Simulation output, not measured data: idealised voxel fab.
process module | voxel ribs on slabs
The cross-section on display is named cut; it measures 250 nm wide, and its cells are 5 nm squares.
A cross-section in this document is a grid of square cells, and it is written down as bands, the top band listed before the ones below it; a band is made up of one or more rows of cells.
This entry defines a band. It first specifies the height of the band's top and the height of its bottom in nm, and then specifies the band's materials from left to right, stating each material with its width in nm. The word "edge to edge" identifies a single material that fills the band from edge to edge, while the word "air" identifies empty space.
Measure heights from 0. That's the level where, below it, the as-received wafer is all one material. The lowest band is bottomless and extends downward; write it as in "0 nm and below".
It should be noted that a width expressed as "30->40" varies in equal increments from row to row of cells within the band, taking the value of the first number at the top row and that of the second number at the bottom row.
"no alteration" after a step means that no cell of the cross-section changed.
Under "Non-vented voids" you'll find the enclosed gaps, the ones with no way out to the top, that are 8 cells or bigger; each reads width x height at distance, with distance counted from the left edge, everything in nm.
Read whatever lies past the settings on a step's line as the simulator's own remark about the step.
"overlay nm" on a masked step: distance the mask lay right of its planned place, negative for left.
Process steps - plan
1 RECEIVE,material Si
2 DIRECTIONAL_DEP,material SiO2,thk nm 25
3 DIRECTIONAL_DEP,material polySi,thk nm 15
4 DIRECTIONAL_DEP,material aC,thk nm 15
5 PATTERN,tone cover,mask id RIB,material resist,width nm 20,thk nm 35,overlay nm 0
6 DIRECTIONAL_ETCH,etch materials aC,depth nm 15
7 STRIP,etch materials resist
8 DIRECTIONAL_ETCH,etch materials polySi,depth nm 10
9 STRIP,etch materials aC
10 PATTERN,tone cover,mask id SLAB,material resist,width nm 50,thk nm 15,overlay nm 0
11 DIRECTIONAL_ETCH,etch materials polySi,depth nm 5
12 STRIP,etch materials resist
13 FILL_DEP,material SiO2,thk nm 30
14 CMP,height nm 60
15 DIRECTIONAL_DEP,material W,thk nm 5
16 PATTERN,tone cover,mask id HEATER,material resist,width nm 30,thk nm 20,overlay nm 0
17 DIRECTIONAL_ETCH,etch materials W,depth nm 5
18 STRIP,etch materials resist
19 CONFORMAL_DEP,material SiN,thk nm 5
Wafer as received: cross-section following step 1
- 0 nm and below | Si edge to edge
- Non-vented voids: none
first wafer at the end, as planned
- 70 nm to 65 nm | 105 nm air, 40 nm SiN, 105 nm air
- 65 nm to 60 nm | 110 nm SiN, 30 nm W, 110 nm SiN
- 60 nm to 40 nm | SiO2 edge to edge
- 40 nm to 30 nm | 115 nm SiO2, 20 nm polySi, 115 nm SiO2
- 30 nm to 25 nm | 100 nm SiO2, 50 nm polySi, 100 nm SiO2
- 25 nm to 0 nm | SiO2 edge to edge
- 0 nm and below | Si edge to edge
- Non-vented voids: none
Second wafer cross-section at end of module - shared start and plan with the first, one mistake in the run
- 70 nm to 65 nm | 105 nm air, 40 nm SiN, 105 nm air
- 65 nm to 60 nm | 110 nm SiN, 30 nm W, 110 nm SiN
- 60 nm to 35 nm | SiO2 edge to edge
- 35 nm to 30 nm | 115 nm SiO2, 20 nm polySi, 115 nm SiO2
- 30 nm to 25 nm | 100 nm polySi, 15 nm SiO2, 20 nm polySi, 15 nm SiO2, 100 nm polySi
- 25 nm to 0 nm | SiO2 edge to edge
- 0 nm and below | Si edge to edge
- Non-vented voids: none
The mistake made against the process plan was this: step 10 went in with a setting other than planned; the actual run was PATTERN,tone open,mask id SLAB,material resist,width nm 50,thk nm 15,overlay nm 0
Final tally in cells, some materials are higher or lower on the second wafer than on the first: SiO2: 30 fewer, polySi: 30 more
